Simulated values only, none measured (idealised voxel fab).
Process module, titled voxel self aligned vias
It is cross-section cut that appears here, measuring 300 nm in width, its square cells being 5 nm in size.
If you're reading a cross-section in this doc, picture square cells in a grid; it comes to you as bands, top ones listed first down to the bottom, and a band can be one or more rows of cells. Basically the band line says how high the top is and how high the bottom is, in nm, and then what's in it from left to right, every material with its width in nm. Empty space shows up as "empty", and if a single material carries "everywhere" it runs the full band edge to edge. Ref level 0: as-received wafer is one material below here. Bottom band extends down with no lower bound ("0 nm and below"). Note: "30 to 40" means the width goes from the first number (top row of the band) to the second number (bottom row) in equal steps per row of cells. A step reported as "nothing changed" is a step in which no cell of the cross-section changed. Entry "Enclosed void listing" = empty spaces >= 8 cells with no open way to the top; each as width x height at distance, distance from left edge, all nm. It should be noted that, on the line of a given step, the content following the step's settings is a remark produced by the simulator itself with respect to that step. The "overlay nm" setting may appear on a step's line; for a step that uses a mask, it gives how far to the right of its planned position the mask lay, and a negative value indicates the left.
-- So here's the lineup of process steps we planned
1,RECEIVE: material Si
2,CONFORMAL_DEP: material SiO2, thk nm 15
3,CONFORMAL_DEP: material SiCN, thk nm 5
4,DIRECTIONAL_DEP: material lowk, thk nm 20
5,DIRECTIONAL_DEP: material aC, thk nm 10
6,PATTERN: tone open, mask id LINES, material resist, width nm 20, pitch nm 60, thk nm 30, overlay nm 0
7,DIRECTIONAL_ETCH: etch materials aC, depth nm 10
8,STRIP: etch materials resist
9,DIRECTIONAL_ETCH: etch materials lowk, depth nm 20
10,STRIP: etch materials aC
11,CONFORMAL_DEP: material TiN, thk nm 5
12,FILL_DEP: material W, thk nm 5
13,CMP: height nm 40
14,SELECTIVE_ETCH: etch materials W Ru TiN, depth nm 10
15,FILL_DEP: material SiN, thk nm 10
16,CMP: height nm 40
17,DIRECTIONAL_DEP: material lowk, thk nm 15
18,PATTERN: tone open, mask id VIAS, material resist, width nm 40, pitch nm 60, thk nm 20, overlay nm 0
19,DIRECTIONAL_ETCH: etch materials lowk, depth nm 15
20,DIRECTIONAL_ETCH: etch materials SiN, depth nm 10
21,STRIP: etch materials resist
22,CONFORMAL_DEP: material TiN, thk nm 5
23,FILL_DEP: material W, thk nm 5
24,CMP: height nm 55
25,CONFORMAL_DEP: material SiN, thk nm 5
-- As-received state of the wafer in cross-section, equivalent to post-step 1
* 0 nm and below = Si everywhere
* Enclosed void listing: none
-- Looking at the first of two wafers in cross-section at end of module - ran to plan
* 60 nm to 55 nm = SiN everywhere
* 55 nm to 45 nm = 100 of lowk, then 5 of TiN, then 30 of W, then 5 of TiN, then 20 of lowk, then 5 of TiN, then 30 of W, then 5 of TiN, then 100 of lowk
* 45 nm to 35 nm = 100 to 110 of lowk, then 15 to 5 of TiN, then 10 of W, then 15 to 5 of TiN, then 20 to 40 of lowk, then 15 to 5 of TiN, then 10 of W, then 15 to 5 of TiN, then 100 to 110 of lowk
* 35 nm to 30 nm = 110 of lowk, then 20 of TiN, then 40 of lowk, then 20 of TiN, then 110 of lowk
* 30 nm to 25 nm = 110 of lowk, then 5 of TiN, then 10 of W, then 5 of TiN, then 40 of lowk, then 5 of TiN, then 10 of W, then 5 of TiN, then 110 of lowk
* 25 nm to 20 nm = 110 of lowk, then 20 of TiN, then 40 of lowk, then 20 of TiN, then 110 of lowk
* 20 nm to 15 nm = SiCN everywhere
* 15 nm to 0 nm = SiO2 everywhere
* 0 nm and below = Si everywhere
* Enclosed void listing: none
-- Wafer two cross-section, module end. Start and plan unchanged from wafer one; one mistake made during the run
* 60 nm to 55 nm = SiN everywhere
* 55 nm to 45 nm = 100 of lowk, then 5 of TiN, then 30 of W, then 5 of TiN, then 20 of lowk, then 5 of TiN, then 30 of W, then 5 of TiN, then 100 of lowk
* 45 nm to 35 nm = 100 to 110 of lowk, then 15 to 5 of TiN, then 10 of W, then 15 to 5 of TiN, then 20 to 40 of lowk, then 15 to 5 of TiN, then 10 of W, then 15 to 5 of TiN, then 100 to 110 of lowk
* 35 nm to 30 nm = 110 of lowk, then 20 of TiN, then 40 of lowk, then 20 of TiN, then 110 of lowk
* 30 nm to 25 nm = 110 of lowk, then 5 of TiN, then 10 of W, then 5 of TiN, then 40 of lowk, then 5 of TiN, then 10 of W, then 5 of TiN, then 110 of lowk
* 25 nm to 20 nm = 110 of lowk, then 20 of TiN, then 40 of lowk, then 20 of TiN, then 110 of lowk
* 20 nm to 5 nm = SiO2 everywhere
* 5 nm to 0 nm = SiCN everywhere
* 0 nm and below = Si everywhere
* Enclosed void listing: none
Heads up, the wafer didn't run the way we planned it: steps 2 and 3 got flipped, so each one ran where the other should have
So at the finish, the second wafer's got exactly as many cells of each material as the first, just not in the same spots.
